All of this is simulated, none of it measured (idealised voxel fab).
Process module heading - voxel transistor to metal
Cross-section cut: width 150 nm, square cells of 5 nm.
Format of a cross-section: grid, square cells. Given as bands. Order: top down. Band: one or more rows of cells.
Quick guide to a band line: top height, bottom height (nm) up front; then every material left to right with its width in nm. Only one material and it's marked "all across"? Then it fills the band edge to edge. And "empty" just means empty space.
Heads up on the height convention: 0 is the point under which the incoming wafer is all one material, and the lowest band has no bottom, it just keeps going down, like "0 -> down".
So if you see something like "30->40" for the width, read it as the top row of the band sitting at the first number and the bottom row at the second, with every row in between moving by the same amount as the last.
"remained unchanged" means the step left every cell of the cross-section as it was.
You'll see "Entrapped voids" listing empty spaces that have no way open to the top, as long as they're 8 cells or more; the notation is width x height at distance, where the distance is from the left edge, and all of it is in nm.
The remark found on a step's line after its settings is issued by the simulator itself and pertains to that step.
The "overlay nm" setting may appear on a step's line; for a step that uses a mask, it gives how far to the right of its planned position the mask lay, and a negative value indicates the left.
-- List of planned process steps
1: RECEIVE [material Si]
2: OXIDIZE [depth nm 5]
3: CONFORMAL_DEP [material SiN] [thk nm 10]
4: MASKED_ETCH [tone cover] [mask id ACTIVE] [width nm 110] [etch materials SiN] [depth nm 10] [overlay nm 0]
5: MASKED_ETCH [tone cover] [mask id ACTIVE] [width nm 110] [etch materials SiO2] [depth nm 5] [overlay nm 0]
6: MASKED_ETCH [tone cover] [mask id ACTIVE] [width nm 110] [etch materials Si] [depth nm 30] [overlay nm 0]
7: OXIDIZE [depth nm 5]
8: FILL_DEP [material SiO2] [thk nm 10]
9: CMP [height nm 10]
10: SELECTIVE_ETCH [etch materials SiO2] [depth nm 5]
11: STRIP [etch materials SiN]
12: SELECTIVE_ETCH [etch materials SiO2] [depth nm 5]
13: OXIDIZE [depth nm 5]
14: DIRECTIONAL_DEP [material polySi] [thk nm 25]
15: DIRECTIONAL_DEP [material SiCN] [thk nm 10]
16: PATTERN [tone cover] [mask id GATE] [material resist] [width nm 30] [thk nm 20] [overlay nm 0]
17: DIRECTIONAL_ETCH [etch materials SiCN] [depth nm 20]
18: DIRECTIONAL_ETCH [etch materials polySi] [depth nm 35]
19: STRIP [etch materials resist]
20: CONFORMAL_DEP [material SiN] [thk nm 10]
21: DIRECTIONAL_ETCH [etch materials SiN] [depth nm 10]
22: DIRECTIONAL_ETCH [etch materials SiO2] [depth nm 5]
23: EPI [material SiGe] [thk nm 5]
24: FILL_DEP [material SiO2] [thk nm 5]
25: CMP [height nm 20]
26: STRIP [etch materials polySi]
27: SELECTIVE_ETCH [etch materials SiO2] [depth nm 5]
28: CONFORMAL_DEP [material HfO2] [thk nm 5]
29: CONFORMAL_DEP [material TiN] [thk nm 5]
30: FILL_DEP [material W] [thk nm 10]
31: CMP [height nm 15]
32: DIRECTIONAL_DEP [material SiO2] [thk nm 10]
33: MASKED_ETCH [tone open] [mask id CONTACT] [width nm 20] [pitch nm 80] [etch materials SiO2] [depth nm 30] [overlay nm 0]
34: CONFORMAL_DEP [material TiN] [thk nm 5]
35: FILL_DEP [material W] [thk nm 10]
36: CMP [height nm 25]
37: DIRECTIONAL_DEP [material TiN] [thk nm 5]
38: DIRECTIONAL_DEP [material W] [thk nm 20]
39: DIRECTIONAL_DEP [material aC] [thk nm 15]
40: PATTERN [tone cover] [mask id METAL_1] [material resist] [width nm 20] [pitch nm 80] [thk nm 35] [overlay nm 0]
41: DIRECTIONAL_ETCH [etch materials aC] [depth nm 15]
42: STRIP [etch materials resist]
43: DIRECTIONAL_ETCH [etch materials W] [depth nm 20]
44: DIRECTIONAL_ETCH [etch materials TiN] [depth nm 5]
45: STRIP [etch materials aC]
46: CONFORMAL_DEP [material SiN] [thk nm 5]
47: FILL_DEP [material lowk] [thk nm 10]
48: CMP [height nm 50]
49: CONFORMAL_DEP [material SiN] [thk nm 5]
-- Below: the first of two wafers, run as planned
-- Wafer cross-section on receipt, i.e. after step 1
    0 -> down: Si all across
    Entrapped voids: none
-- So this is the wafer cross-section right after step 2
    0 -> -5: SiO2 all across
    Under -5: no change, same as before.
-- So this is the wafer cross-section right after step 3
    10 -> 0: SiN all across
    Under 0: no change, same as before.
-- So this is the wafer cross-section right after step 4
    10 -> 0: empty=20; SiN=110; empty=20
    Under 0: no change, same as before.
-- So this is the wafer cross-section right after step 5
    10 -> 0: empty=20; SiN=110; empty=20
    0 -> -5: empty=20; SiO2=110; empty=20
    Under -5: no change, same as before.
-- So this is the wafer cross-section right after step 6
    10 -> 0: empty=20; SiN=110; empty=20
    0 -> -5: empty=20; SiO2=110; empty=20
    -5 -> -35: empty=20; Si=110; empty=20
    Under -35: no change, same as before.
-- So this is the wafer cross-section right after step 7
    10 -> 0: empty=20; SiN=110; empty=20
    0 -> -5: empty=20; SiO2=110; empty=20
    -5 -> -35: empty=20; SiO2=5; Si=100; SiO2=5; empty=20
    -35 -> -40: SiO2=25; Si=100; SiO2=25
    Under -40: no change, same as before.
-- So this is the wafer cross-section right after step 8
    20 -> 10: SiO2 all across
    10 -> 0: SiO2=20; SiN=110; SiO2=20
    0 -> -5: SiO2 all across
    -5 -> -40: SiO2=25; Si=100; SiO2=25
    Under -40: no change, same as before.
-- So this is the wafer cross-section right after step 9
    10 -> 0: SiO2=20; SiN=110; SiO2=20
    Under 0: no change, same as before.
-- So this is the wafer cross-section right after step 10
    10 -> 5: empty=20; SiN=110; empty=20
    Under 5: no change, same as before.
-- So this is the wafer cross-section right after step 11
    5 -> 0: SiO2=20; empty=110; SiO2=20
    Under 0: no change, same as before.
-- So this is the wafer cross-section right after step 12
    0 -> -5: SiO2=15; empty=120; SiO2=15
    Under -5: no change, same as before.
-- So this is the wafer cross-section right after step 13
    0 -> -5: SiO2=15; empty=120; SiO2=15
    -5 -> -10: SiO2 all across
    Under -10: no change, same as before.
-- So this is the wafer cross-section right after step 14
    25 -> 20: polySi=15; empty=120; polySi=15
    20 -> 0: polySi all across
    0 -> -5: SiO2=15; polySi=120; SiO2=15
    Under -5: no change, same as before.
-- So this is the wafer cross-section right after step 15
    35 -> 30: SiCN=15; empty=120; SiCN=15
    30 -> 25: SiCN all across
    25 -> 20: polySi=15; SiCN=120; polySi=15
    Under 20: no change, same as before.
-- So this is the wafer cross-section right after step 16
    55 -> 35: empty=60; resist=30; empty=60
    35 -> 30: SiCN=15; empty=45; resist=30; empty=45; SiCN=15
    Under 30: no change, same as before.
-- So this is the wafer cross-section right after step 17
    55 -> 30: empty=60; resist=30; empty=60
    30 -> 25: empty=60; SiCN=30; empty=60
    25 -> 20: polySi=15; empty=45; SiCN=30; empty=45; polySi=15
    Under 20: no change, same as before.
-- So this is the wafer cross-section right after step 18
    55 -> 30: empty=60; resist=30; empty=60
    30 -> 20: empty=60; SiCN=30; empty=60
    20 -> 0: empty=60; polySi=30; empty=60
    0 -> -5: SiO2=15; empty=45; polySi=30; empty=45; SiO2=15
    Under -5: no change, same as before.
-- So this is the wafer cross-section right after step 19
    30 -> 20: empty=60; SiCN=30; empty=60
    Under 20: no change, same as before.
-- So this is the wafer cross-section right after step 20
    40 -> 30: empty=50; SiN=50; empty=50
    30 -> 20: empty=50; SiN=10; SiCN=30; SiN=10; empty=50
    20 -> 10: empty=50; SiN=10; polySi=30; SiN=10; empty=50
    10 -> 5: SiN=25; empty=25; SiN=10; polySi=30; SiN=10; empty=25; SiN=25
    5 -> 0: SiN=60; polySi=30; SiN=60
    0 -> -5: SiO2=15; SiN=45; polySi=30; SiN=45; SiO2=15
    Under -5: no change, same as before.
-- So this is the wafer cross-section right after step 21
    30 -> 20: empty=50; SiN=10; SiCN=30; SiN=10; empty=50
    20 -> 0: empty=50; SiN=10; polySi=30; SiN=10; empty=50
    0 -> -5: SiO2=15; SiN=10; empty=25; SiN=10; polySi=30; SiN=10; empty=25; SiN=10; SiO2=15
    Under -5: no change, same as before.
-- So this is the wafer cross-section right after step 22
    30 -> 20: empty=50; SiN=10; SiCN=30; SiN=10; empty=50
    20 -> 0: empty=50; SiN=10; polySi=30; SiN=10; empty=50
    0 -> -5: empty=15; SiN=10; empty=25; SiN=10; polySi=30; SiN=10; empty=25; SiN=10; empty=15
    -5 -> -10: SiO2=25; empty=25; SiO2=50; empty=25; SiO2=25
    Under -10: no change, same as before.
-- So this is the wafer cross-section right after step 23
    30 -> 20: empty=50; SiN=10; SiCN=30; SiN=10; empty=50
    20 -> 0: empty=50; SiN=10; polySi=30; SiN=10; empty=50
    0 -> -5: empty=15; SiN=10; empty=25; SiN=10; polySi=30; SiN=10; empty=25; SiN=10; empty=15
    -5 -> -10: SiO2=25; SiGe=25; SiO2=50; SiGe=25; SiO2=25
    Under -10: no change, same as before.
-- So this is the wafer cross-section right after step 24
    35 -> 30: SiO2 all across
    30 -> 20: SiO2=50; SiN=10; SiCN=30; SiN=10; SiO2=50
    20 -> 0: SiO2=50; SiN=10; polySi=30; SiN=10; SiO2=50
    0 -> -5: SiO2=15; SiN=10; SiO2=25; SiN=10; polySi=30; SiN=10; SiO2=25; SiN=10; SiO2=15
    Under -5: no change, same as before.
-- So this is the wafer cross-section right after step 25
    20 -> 0: SiO2=50; SiN=10; polySi=30; SiN=10; SiO2=50
    Under 0: no change, same as before.
-- So this is the wafer cross-section right after step 26
    20 -> 0: SiO2=50; SiN=10; empty=30; SiN=10; SiO2=50
    0 -> -5: SiO2=15; SiN=10; SiO2=25; SiN=10; empty=30; SiN=10; SiO2=25; SiN=10; SiO2=15
    Under -5: no change, same as before.
-- So this is the wafer cross-section right after step 27
    20 -> 15: empty=50; SiN=10; empty=30; SiN=10; empty=50
    15 -> 0: SiO2=50; SiN=10; empty=30; SiN=10; SiO2=50
    0 -> -5: SiO2=15; SiN=10; SiO2=25; SiN=10; empty=30; SiN=10; SiO2=25; SiN=10; SiO2=15
    -5 -> -10: SiO2=25; SiGe=25; SiO2=5; empty=40; SiO2=5; SiGe=25; SiO2=25
    Under -10: no change, same as before.
-- So this is the wafer cross-section right after step 28
    25 -> 20: empty=45; HfO2=20; empty=20; HfO2=20; empty=45
    20 -> 15: HfO2=50; SiN=10; HfO2=5; empty=20; HfO2=5; SiN=10; HfO2=50
    15 -> 0: SiO2=50; SiN=10; HfO2=5; empty=20; HfO2=5; SiN=10; SiO2=50
    0 -> -5: SiO2=15; SiN=10; SiO2=25; SiN=10; HfO2=5; empty=20; HfO2=5; SiN=10; SiO2=25; SiN=10; SiO2=15
    -5 -> -10: SiO2=25; SiGe=25; SiO2=5; HfO2=40; SiO2=5; SiGe=25; SiO2=25
    Under -10: no change, same as before.
-- So this is the wafer cross-section right after step 29
    30 -> 25: empty=40; TiN=30; empty=10; TiN=30; empty=40
    25 -> 20: TiN=45; HfO2=20; TiN=5; empty=10; TiN=5; HfO2=20; TiN=45
    20 -> 15: HfO2=50; SiN=10; HfO2=5; TiN=5; empty=10; TiN=5; HfO2=5; SiN=10; HfO2=50
    15 -> 0: SiO2=50; SiN=10; HfO2=5; TiN=5; empty=10; TiN=5; HfO2=5; SiN=10; SiO2=50
    0 -> -5: SiO2=15; SiN=10; SiO2=25; SiN=10; HfO2=5; TiN=20; HfO2=5; SiN=10; SiO2=25; SiN=10; SiO2=15
    Under -5: no change, same as before.
-- So this is the wafer cross-section right after step 30
    40 -> 30: W all across
    30 -> 25: W=40; TiN=30; W=10; TiN=30; W=40
    25 -> 20: TiN=45; HfO2=20; TiN=5; W=10; TiN=5; HfO2=20; TiN=45
    20 -> 15: HfO2=50; SiN=10; HfO2=5; TiN=5; W=10; TiN=5; HfO2=5; SiN=10; HfO2=50
    15 -> 0: SiO2=50; SiN=10; HfO2=5; TiN=5; W=10; TiN=5; HfO2=5; SiN=10; SiO2=50
    Under 0: no change, same as before.
-- So this is the wafer cross-section right after step 31
    15 -> 0: SiO2=50; SiN=10; HfO2=5; TiN=5; W=10; TiN=5; HfO2=5; SiN=10; SiO2=50
    Under 0: no change, same as before.
-- So this is the wafer cross-section right after step 32
    25 -> 15: SiO2 all across
    Under 15: no change, same as before.
-- So this is the wafer cross-section right after step 33
    25 -> 15: SiO2=25; empty=20; SiO2=60; empty=20; SiO2=25
    15 -> 0: SiO2=25; empty=20; SiO2=5; SiN=10; HfO2=5; TiN=5; W=10; TiN=5; HfO2=5; SiN=10; SiO2=5; empty=20; SiO2=25
    0 -> -5: SiO2=15; SiN=10; empty=20; SiO2=5; SiN=10; HfO2=5; TiN=20; HfO2=5; SiN=10; SiO2=5; empty=20; SiN=10; SiO2=15
    Under -5: no change, same as before.
-- So this is the wafer cross-section right after step 34
    30 -> 25: TiN=30; empty=10; TiN=70; empty=10; TiN=30
    25 -> 15: SiO2=25; TiN=5; empty=10; TiN=5; SiO2=60; TiN=5; empty=10; TiN=5; SiO2=25
    15 -> 0: SiO2=25; TiN=5; empty=10; TiN=5; SiO2=5; SiN=10; HfO2=5; TiN=5; W=10; TiN=5; HfO2=5; SiN=10; SiO2=5; TiN=5; empty=10; TiN=5; SiO2=25
    0 -> -5: SiO2=15; SiN=10; TiN=20; SiO2=5; SiN=10; HfO2=5; TiN=20; HfO2=5; SiN=10; SiO2=5; TiN=20; SiN=10; SiO2=15
    Under -5: no change, same as before.
-- So this is the wafer cross-section right after step 35
    40 -> 30: W all across
    30 -> 25: TiN=30; W=10; TiN=70; W=10; TiN=30
    25 -> 15: SiO2=25; TiN=5; W=10; TiN=5; SiO2=60; TiN=5; W=10; TiN=5; SiO2=25
    15 -> 0: SiO2=25; TiN=5; W=10; TiN=5; SiO2=5; SiN=10; HfO2=5; TiN=5; W=10; TiN=5; HfO2=5; SiN=10; SiO2=5; TiN=5; W=10; TiN=5; SiO2=25
    Under 0: no change, same as before.
-- So this is the wafer cross-section right after step 36
    25 -> 15: SiO2=25; TiN=5; W=10; TiN=5; SiO2=60; TiN=5; W=10; TiN=5; SiO2=25
    Under 15: no change, same as before.
-- So this is the wafer cross-section right after step 37
    30 -> 25: TiN all across
    Under 25: no change, same as before.
-- So this is the wafer cross-section right after step 38
    50 -> 30: W all across
    Under 30: no change, same as before.
-- So this is the wafer cross-section right after step 39
    65 -> 50: aC all across
    Under 50: no change, same as before.
-- So this is the wafer cross-section right after step 40
    100 -> 65: empty=25; resist=20; empty=60; resist=20; empty=25
    Under 65: no change, same as before.
-- So this is the wafer cross-section right after step 41
    85 -> 65: empty=25; resist=20; empty=60; resist=20; empty=25
    65 -> 50: empty=25; aC=20; empty=60; aC=20; empty=25
    Under 50: no change, same as before.
-- So this is the wafer cross-section right after step 42
    65 -> 50: empty=25; aC=20; empty=60; aC=20; empty=25
    Under 50: no change, same as before.
-- So this is the wafer cross-section right after step 43
    65 -> 50: empty=25; aC=20; empty=60; aC=20; empty=25
    50 -> 30: empty=25; W=20; empty=60; W=20; empty=25
    Under 30: no change, same as before.
-- So this is the wafer cross-section right after step 44
    65 -> 50: empty=25; aC=20; empty=60; aC=20; empty=25
    50 -> 30: empty=25; W=20; empty=60; W=20; empty=25
    30 -> 25: empty=25; TiN=20; empty=60; TiN=20; empty=25
    Under 25: no change, same as before.
-- So this is the wafer cross-section right after step 45
    50 -> 30: empty=25; W=20; empty=60; W=20; empty=25
    Under 30: no change, same as before.
-- So this is the wafer cross-section right after step 46
    55 -> 50: empty=20; SiN=30; empty=50; SiN=30; empty=20
    50 -> 30: empty=20; SiN=5; W=20; SiN=5; empty=50; SiN=5; W=20; SiN=5; empty=20
    30 -> 25: SiN=25; TiN=20; SiN=60; TiN=20; SiN=25
    Under 25: no change, same as before.
-- So this is the wafer cross-section right after step 47
    65 -> 55: lowk all across
    55 -> 50: lowk=20; SiN=30; lowk=50; SiN=30; lowk=20
    50 -> 30: lowk=20; SiN=5; W=20; SiN=5; lowk=50; SiN=5; W=20; SiN=5; lowk=20
    Under 30: no change, same as before.
-- So this is the wafer cross-section right after step 48
    50 -> 30: lowk=20; SiN=5; W=20; SiN=5; lowk=50; SiN=5; W=20; SiN=5; lowk=20
    Under 30: no change, same as before.
-- So this is the wafer cross-section right after step 49
    55 -> 50: SiN all across
    Under 50: no change, same as before.
-- Now the other wafer: same start, same recipe, but we messed up one thing when running it. Up to and including step 32 it's the same as the first one
-- Second wafer shown in cross-section at the time step 33 was slated to end
    25 -> 15: empty=25; SiO2=20; empty=60; SiO2=20; empty=25
    15 -> 0: empty=25; SiO2=20; empty=5; SiN=10; HfO2=5; TiN=5; W=10; TiN=5; HfO2=5; SiN=10; empty=5; SiO2=20; empty=25
    0 -> -5: empty=15; SiN=10; SiO2=20; empty=5; SiN=10; HfO2=5; TiN=20; HfO2=5; SiN=10; empty=5; SiO2=20; SiN=10; empty=15
    Under -5: no change, same as before.
-- Second wafer shown in cross-section at the time step 34 was slated to end
    30 -> 25: empty=20; TiN=30; empty=50; TiN=30; empty=20
    25 -> 20: empty=20; TiN=5; SiO2=20; TiN=5; empty=50; TiN=5; SiO2=20; TiN=5; empty=20
    20 -> 15: empty=20; TiN=5; SiO2=20; TiN=60; SiO2=20; TiN=5; empty=20
    15 -> 5: empty=20; TiN=5; SiO2=20; TiN=5; SiN=10; HfO2=5; TiN=5; W=10; TiN=5; HfO2=5; SiN=10; TiN=5; SiO2=20; TiN=5; empty=20
    5 -> 0: empty=10; TiN=15; SiO2=20; TiN=5; SiN=10; HfO2=5; TiN=5; W=10; TiN=5; HfO2=5; SiN=10; TiN=5; SiO2=20; TiN=15; empty=10
    0 -> -5: TiN=15; SiN=10; SiO2=20; TiN=5; SiN=10; HfO2=5; TiN=20; HfO2=5; SiN=10; TiN=5; SiO2=20; SiN=10; TiN=15
    Under -5: no change, same as before.
-- Second wafer shown in cross-section at the time step 35 was slated to end
    40 -> 30: W all across
    30 -> 25: W=20; TiN=30; W=50; TiN=30; W=20
    25 -> 20: W=20; TiN=5; SiO2=20; TiN=5; W=50; TiN=5; SiO2=20; TiN=5; W=20
    20 -> 15: W=20; TiN=5; SiO2=20; TiN=60; SiO2=20; TiN=5; W=20
    15 -> 5: W=20; TiN=5; SiO2=20; TiN=5; SiN=10; HfO2=5; TiN=5; W=10; TiN=5; HfO2=5; SiN=10; TiN=5; SiO2=20; TiN=5; W=20
    5 -> 0: W=10; TiN=15; SiO2=20; TiN=5; SiN=10; HfO2=5; TiN=5; W=10; TiN=5; HfO2=5; SiN=10; TiN=5; SiO2=20; TiN=15; W=10
    Under 0: no change, same as before.
-- Second wafer shown in cross-section at the time step 36 was slated to end
    25 -> 20: W=20; TiN=5; SiO2=20; TiN=5; W=50; TiN=5; SiO2=20; TiN=5; W=20
    Under 20: no change, same as before.
-- Second wafer shown in cross-section at the time step 37 was slated to end
    30 -> 25: TiN all across
    Under 25: no change, same as before.
-- Second wafer shown in cross-section at the time step 38 was slated to end
    50 -> 30: W all across
    Under 30: no change, same as before.
-- Second wafer shown in cross-section at the time step 39 was slated to end
    65 -> 50: aC all across
    Under 50: no change, same as before.
-- Second wafer shown in cross-section at the time step 40 was slated to end
    100 -> 65: empty=25; resist=20; empty=60; resist=20; empty=25
    Under 65: no change, same as before.
-- Second wafer shown in cross-section at the time step 41 was slated to end
    85 -> 65: empty=25; resist=20; empty=60; resist=20; empty=25
    65 -> 50: empty=25; aC=20; empty=60; aC=20; empty=25
    Under 50: no change, same as before.
-- Second wafer shown in cross-section at the time step 42 was slated to end
    65 -> 50: empty=25; aC=20; empty=60; aC=20; empty=25
    Under 50: no change, same as before.
-- Second wafer shown in cross-section at the time step 43 was slated to end
    65 -> 50: empty=25; aC=20; empty=60; aC=20; empty=25
    50 -> 30: empty=25; W=20; empty=60; W=20; empty=25
    Under 30: no change, same as before.
-- Second wafer shown in cross-section at the time step 44 was slated to end
    65 -> 50: empty=25; aC=20; empty=60; aC=20; empty=25
    50 -> 30: empty=25; W=20; empty=60; W=20; empty=25
    30 -> 25: empty=25; TiN=20; empty=60; TiN=20; empty=25
    Under 25: no change, same as before.
-- Second wafer shown in cross-section at the time step 45 was slated to end
    50 -> 30: empty=25; W=20; empty=60; W=20; empty=25
    Under 30: no change, same as before.
-- Second wafer shown in cross-section at the time step 46 was slated to end
    55 -> 50: empty=20; SiN=30; empty=50; SiN=30; empty=20
    50 -> 30: empty=20; SiN=5; W=20; SiN=5; empty=50; SiN=5; W=20; SiN=5; empty=20
    30 -> 25: SiN=25; TiN=20; SiN=60; TiN=20; SiN=25
    Under 25: no change, same as before.
-- Second wafer shown in cross-section at the time step 47 was slated to end
    65 -> 55: lowk all across
    55 -> 50: lowk=20; SiN=30; lowk=50; SiN=30; lowk=20
    50 -> 30: lowk=20; SiN=5; W=20; SiN=5; lowk=50; SiN=5; W=20; SiN=5; lowk=20
    Under 30: no change, same as before.
-- Second wafer shown in cross-section at the time step 48 was slated to end
    50 -> 30: lowk=20; SiN=5; W=20; SiN=5; lowk=50; SiN=5; W=20; SiN=5; lowk=20
    Under 30: no change, same as before.
-- Second wafer shown in cross-section at the time step 49 was slated to end
    55 -> 50: SiN all across
    Under 50: no change, same as before.
What was the processing mistake? step 33 went in with a setting other than planned; the actual run was MASKED_ETCH [tone cover] [mask id CONTACT] [width nm 20] [pitch nm 80] [etch materials SiO2] [depth nm 30] [overlay nm 0]
Final tally in cells, some materials are higher or lower on the second wafer than on the first: -40 SiO2 | +14 TiN | +26 W
